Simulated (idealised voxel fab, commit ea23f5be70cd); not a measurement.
The document below concerns the process module designated voxel capacitor over wiring.
We display cut, a cross-section 295 nm in width whose square cells are each 5 nm.
Cross-section spec: square-cell grid; bands listed top down; each band is one or more rows.
Top, bottom (nm), then materials left to right with widths (nm); lone material tagged "all across" fills the whole band edge to edge; "empty" = empty space.
For the purposes of this specification, 0 denotes the height below which the wafer in its as-received condition is composed wholly of one material, and the lowermost band, lacking a lower limit, extends downward without end, as expressed in "0 nm and below".
Width spec "30->40" -> top row of cells at first value, bottom row at second value, equal per-row change in between.
The designation "no modifications", where it is given for a processing step, indicates that no cell of the cross-section was altered in the course of that step.
"Closed void catalog" specifies each empty space that is not open to the top and that occupies no fewer than 8 cells, using the form width x height at distance, the distance measured from the left edge and all three quantities in nm.
The remark found on a step's line after its settings is issued by the simulator itself and pertains to that step.
The optional step-line setting "overlay nm" applies to steps with a mask and quantifies how far to the right of its planned location the mask lay, a negative value indicating leftward placement.
THE PROCESS STEPS THAT WERE PLANNED ARE LISTED BELOW
1,RECEIVE (material Si)
2,CONFORMAL_DEP (material SiO2; thk nm 10)
3,CONFORMAL_DEP (material SiCN; thk nm 5)
4,DIRECTIONAL_DEP (material SiO2; thk nm 15)
5,DIRECTIONAL_DEP (material aC; thk nm 10)
6,PATTERN (tone open; mask id METAL_1; material resist; width nm 20; pitch nm 80; thk nm 25; overlay nm 0)
7,DIRECTIONAL_ETCH (etch materials aC; depth nm 10)
8,STRIP (etch materials resist)
9,DIRECTIONAL_ETCH (etch materials SiO2; depth nm 15)
10,DIRECTIONAL_ETCH (etch materials SiCN; depth nm 5)
11,STRIP (etch materials aC)
12,CONFORMAL_DEP (material TiN; thk nm 5)
13,FILL_DEP (material Cu; thk nm 10)
14,CMP (height nm 30)
15,CONFORMAL_DEP (material SiCN; thk nm 5)
16,DIRECTIONAL_DEP (material lowk; thk nm 15)
17,DIRECTIONAL_DEP (material aC; thk nm 10)
18,PATTERN (tone open; mask id PLUG_1; material resist; width nm 15; thk nm 30; overlay nm 0)
19,DIRECTIONAL_ETCH (etch materials aC; depth nm 10)
20,STRIP (etch materials resist)
21,DIRECTIONAL_ETCH (etch materials lowk; depth nm 15)
22,DIRECTIONAL_ETCH (etch materials SiCN; depth nm 5)
23,STRIP (etch materials aC)
24,CONFORMAL_DEP (material TiN; thk nm 5)
25,FILL_DEP (material Ru; thk nm 10)
26,CMP (height nm 50)
27,DIRECTIONAL_DEP (material TiN; thk nm 5)
28,DIRECTIONAL_DEP (material SiN; thk nm 5)
29,DIRECTIONAL_DEP (material TiN; thk nm 10)
30,PATTERN (tone cover; mask id UPPER_PLATE; material resist; width nm 65; thk nm 15; overlay nm 0)
31,DIRECTIONAL_ETCH (etch materials TiN; depth nm 10)
32,DIRECTIONAL_ETCH (etch materials SiN; depth nm 5)
33,STRIP (etch materials resist)
34,DIRECTIONAL_DEP (material aC; thk nm 10)
35,PATTERN (tone cover; mask id LOWER_PLATE; material resist; width nm 75; thk nm 25; overlay nm 0)
36,DIRECTIONAL_ETCH (etch materials aC; depth nm 10)
37,STRIP (etch materials resist)
38,DIRECTIONAL_ETCH (etch materials TiN; depth nm 5)
39,STRIP (etch materials aC)
40,FILL_DEP (material SiO2; thk nm 20)
41,CMP (height nm 85)
42,PATTERN (tone open; mask id PLUG_2; material resist; width nm 15; thk nm 15; overlay nm 0)
43,DIRECTIONAL_ETCH (etch materials SiO2; depth nm 15)
44,STRIP (etch materials resist)
45,CONFORMAL_DEP (material TiN; thk nm 5)
46,FILL_DEP (material Ru; thk nm 5)
47,CMP (height nm 85)
48,CONFORMAL_DEP (material SiN; thk nm 5)
CROSS-SECTION OF THE WAFER AT RECEIPT, WHICH IS THE CONDITION AFTER STEP 1
	0 nm and below  Si all across
	Closed void catalog: none
THE PLAN ABOVE WAS CARRIED OUT ON THE STARTING STRUCTURE ABOVE WITH ONE MISTAKE, AND THIS CROSS-SECTION SHOWS THE WAFER AT THE END OF THE MODULE
	90 nm to 85 nm  SiN all across
	85 nm to 75 nm  SiO2 110, then TiN 5, then Ru 5, then TiN 5, then SiO2 170
	75 nm to 65 nm  SiO2 110->95, then TiN 15->60, then SiO2 170->140
	65 nm to 60 nm  SiO2 90, then TiN 65, then SiO2 140
	60 nm to 55 nm  SiO2 90, then SiN 65, then SiO2 140
	55 nm to 50 nm  SiO2 90, then TiN 80, then SiO2 125
	50 nm to 35 nm  lowk 100, then TiN 5, then Ru 5, then TiN 5, then lowk 180
	35 nm to 30 nm  SiCN 100, then TiN 15, then SiCN 180
	30 nm to 15 nm  SiO2 95, then TiN 5, then Cu 10, then TiN 5, then SiO2 60, then TiN 5, then Cu 10, then TiN 5, then SiO2 100
	15 nm to 10 nm  SiCN 95, then TiN 20, then SiCN 60, then TiN 20, then SiCN 100
	10 nm to 0 nm  SiO2 all across
	0 nm and below  Si all across
	Closed void catalog: none
It is concluded that the wafer was processed incorrectly with respect to the plan, in that for step 30, the planned setting was not used; the step was instead run as PATTERN (tone cover; mask id UPPER_PLATE; material resist; width nm 65; thk nm 15; overlay nm -10)
